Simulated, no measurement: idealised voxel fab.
This section sets out a process module, namely voxel capacitor over wiring.
The cross-section shown here is cut; it is 290 nm wide and divided into square cells measuring 5 nm on a side.
Cross-sections here: square-cell grids, written as top-down lists of bands, a band being one or more rows of cells. A band entry consists of two parts. The first gives the height of the band's top and the height of its bottom, in nm. The rest lists the band's materials from left to right, each with its width in nm. A single material labelled with the word "edge to edge" fills the band from edge to edge, and the word "air" marks empty space. For the purposes of this specification, 0 denotes the height below which the wafer in its as-received condition is composed wholly of one material, and the lowermost band, lacking a lower limit, extends downward without end, as expressed in "0 nm and below". The two numbers in a width such as "30->40" mark its ends across the band: the first belongs to the top row of cells, the second to the bottom row, and from each row to the next the width moves by the same amount. For the purposes of this document, the phrase "no modifications" attached to a step denotes that no cell within the cross-section was modified by that step. "Closed void list" specifies each empty space that is not open to the top and that occupies no fewer than 8 cells, using the form width x height at distance, the distance measured from the left edge and all three quantities in nm. Step line, after settings: the simulator's comment on this step. Among the settings permitted on a step's line is "overlay nm"; applied to a step with a mask, it specifies the extent to which the mask lay to the right of its planned position, whereas a negative figure signifies a position to the left.

**Steps planned for the process**
1. RECEIVE, material Si
2. CONFORMAL_DEP, material SiO2, thk nm 10
3. DIRECTIONAL_DEP, material TiN, thk nm 5
4. DIRECTIONAL_DEP, material W, thk nm 25
5. MASKED_ETCH, tone cover, mask id METAL_1, width nm 20, pitch nm 90, etch materials W, depth nm 25, overlay nm 0
6. MASKED_ETCH, tone cover, mask id METAL_1, width nm 20, pitch nm 90, etch materials TiN, depth nm 5, overlay nm 0
7. FILL_DEP, material SiO2, thk nm 10
8. CMP, height nm 40
9. CONFORMAL_DEP, material SiCN, thk nm 5
10. DIRECTIONAL_DEP, material SiO2, thk nm 20
11. MASKED_ETCH, tone open, mask id PLUG_1, width nm 15, etch materials SiO2, depth nm 20, overlay nm 0
12. MASKED_ETCH, tone open, mask id PLUG_1, width nm 15, etch materials SiCN, depth nm 5, overlay nm 0
13. EPI, material Ru, thk nm 10
14. EPI, material Ru, thk nm 10
15. EPI, material Ru, thk nm 5
16. DIRECTIONAL_DEP, material TiN, thk nm 10
17. DIRECTIONAL_DEP, material HfO2, thk nm 5
18. DIRECTIONAL_DEP, material TiN, thk nm 5
19. MASKED_ETCH, tone cover, mask id UPPER_PLATE, width nm 75, etch materials TiN, depth nm 5, overlay nm 0
20. MASKED_ETCH, tone cover, mask id UPPER_PLATE, width nm 75, etch materials HfO2, depth nm 5, overlay nm 0
21. DIRECTIONAL_DEP, material aC, thk nm 15
22. PATTERN, tone cover, mask id LOWER_PLATE, material resist, width nm 85, thk nm 30, overlay nm 0
23. DIRECTIONAL_ETCH, etch materials aC, depth nm 15
24. STRIP, etch materials resist
25. DIRECTIONAL_ETCH, etch materials TiN, depth nm 10
26. STRIP, etch materials aC
27. FILL_DEP, material SiO2, thk nm 15
28. CMP, height nm 95
29. DIRECTIONAL_DEP, material aC, thk nm 15
30. PATTERN, tone open, mask id PLUG_2, material resist, width nm 15, thk nm 30, overlay nm 0
31. DIRECTIONAL_ETCH, etch materials aC, depth nm 15
32. STRIP, etch materials resist
33. DIRECTIONAL_ETCH, etch materials SiO2, depth nm 10
34. STRIP, etch materials aC
35. CONFORMAL_DEP, material TiN, thk nm 5
36. FILL_DEP, material W, thk nm 5
37. CMP, height nm 95
38. CONFORMAL_DEP, material SiCN, thk nm 5

**Wafer at receipt (post step 1), cross-section**
* 0 nm and below | Si edge to edge
* Closed void list: none

**Result of the module, cross-sectioned: start per above, plan per above, one error in how it was run**
* 100 nm to 95 nm | SiCN edge to edge
* 95 nm to 90 nm | SiO2 105 nm; TiN 5 nm; W 5 nm; TiN 5 nm; SiO2 170 nm
* 90 nm to 80 nm | SiO2 105->110 nm; TiN 15->60 nm; SiO2 170->120 nm
* 80 nm to 75 nm | SiO2 110 nm; HfO2 60 nm; SiO2 120 nm
* 75 nm to 65 nm | SiO2 90 nm; TiN 5 nm; SiO2 15 nm; TiN 65 nm; SiO2 115 nm
* 65 nm to 60 nm | SiO2 edge to edge
* 60 nm to 55 nm | SiO2 95 nm; TiN 15 nm; SiO2 180 nm
* 55 nm to 50 nm | SiO2 95 nm; HfO2 15 nm; SiO2 180 nm
* 50 nm to 45 nm | SiO2 95 nm; TiN 15 nm; SiO2 180 nm
* 45 nm to 40 nm | SiCN 95 nm; TiN 15 nm; SiCN 180 nm
* 40 nm to 15 nm | W 90 nm; SiO2 20 nm; W 70 nm; SiO2 20 nm; W 90 nm
* 15 nm to 10 nm | TiN edge to edge
* 10 nm to 0 nm | SiO2 edge to edge
* 0 nm and below | Si edge to edge
* Closed void list: none
Misprocessing identified: step 5 did not happen as planned, as run it was MASKED_ETCH, tone open, mask id METAL_1, width nm 20, pitch nm 90, etch materials W, depth nm 25, overlay nm 0
